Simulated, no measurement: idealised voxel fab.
Module name: voxel double patterning (process module)
The cross-section shown here is cut; it is 260 nm wide and divided into square cells measuring 5 nm on a side.
A cross-section is written here as square cells arranged in a grid, and it is given in bands from the top down, each band taking up one or more rows of cells.
Within each band entry, the heights of the top and of the bottom of the band appear first, in that order and in nm; the materials of the band then follow from left to right, each with its corresponding width in nm. The designation "everywhere" on a single material indicates that it fills the band from edge to edge; the designation "air" indicates empty space.
The level at which height equals 0 is the one under which the wafer, as it arrives, is entirely one material. No lower edge exists for the bottom band, which continues downward and is notated as in "top 0, no bottom".
Read "30..40" as a graded width: first number on top, second number at the bottom, same change between each pair of neighbouring rows.
Given "everything unchanged" for a step, no cell of the cross-section differs between before and after that step.
"Fully sealed voids" lists enclosed empty spaces (at least 8 cells, no open path upward to the top), each as width x height at distance from the left edge, in nm.
The remark found on a step's line after its settings is issued by the simulator itself and pertains to that step.
"overlay nm" on a masked step: distance the mask lay right of its planned place, negative for left.

## Below is the list of planned process steps
1) RECEIVE, material Si
2) CONFORMAL_DEP, material SiO2, thk nm 5
3) DIRECTIONAL_DEP, material TiN, thk nm 15
4) DIRECTIONAL_DEP, material SiCN, thk nm 10
5) MASKED_ETCH, tone open, mask id FIRST, width nm 15, pitch nm 50, etch materials SiCN, depth nm 10, overlay nm 0
6) MASKED_ETCH, tone open, mask id SECOND, width nm 15, pitch nm 50, etch materials SiCN, depth nm 10, overlay nm 0
7) DIRECTIONAL_ETCH, etch materials TiN, depth nm 15
8) STRIP, etch materials SiCN

## Wafer as received: cross-section following step 1
    top 0, no bottom: Si everywhere
    Fully sealed voids: none

## Cross-sectional image of the first of two wafers at the end of the module, the run having proceeded as planned
    top 20, bottom 5: 70 TiN, then 15 air, then 10 TiN, then 15 air, then 10 TiN, then 15 air, then 10 TiN, then 15 air, then 10 TiN, then 15 air, then 75 TiN
    top 5, bottom 0: SiO2 everywhere
    top 0, no bottom: Si everywhere
    Fully sealed voids: none

## Wafer two, end of module, cross-section. Same start, same plan as wafer one. One mistake in the run
    top 20, bottom 5: 70 TiN, then 30 air, then 20 TiN, then 30 air, then 20 TiN, then 15 air, then 75 TiN
    top 5, bottom 0: SiO2 everywhere
    top 0, no bottom: Si everywhere
    Fully sealed voids: none
So what did we get wrong on this run? it should be noted that step 6 was executed with settings other than those planned, the operation and settings actually applied being MASKED_ETCH, tone open, mask id SECOND, width nm 15, pitch nm 50, etch materials SiCN, depth nm 10, overlay nm -10
At the end, each material covers as many cells on the second wafer as it does on the first, though the cells it covers are elsewhere.
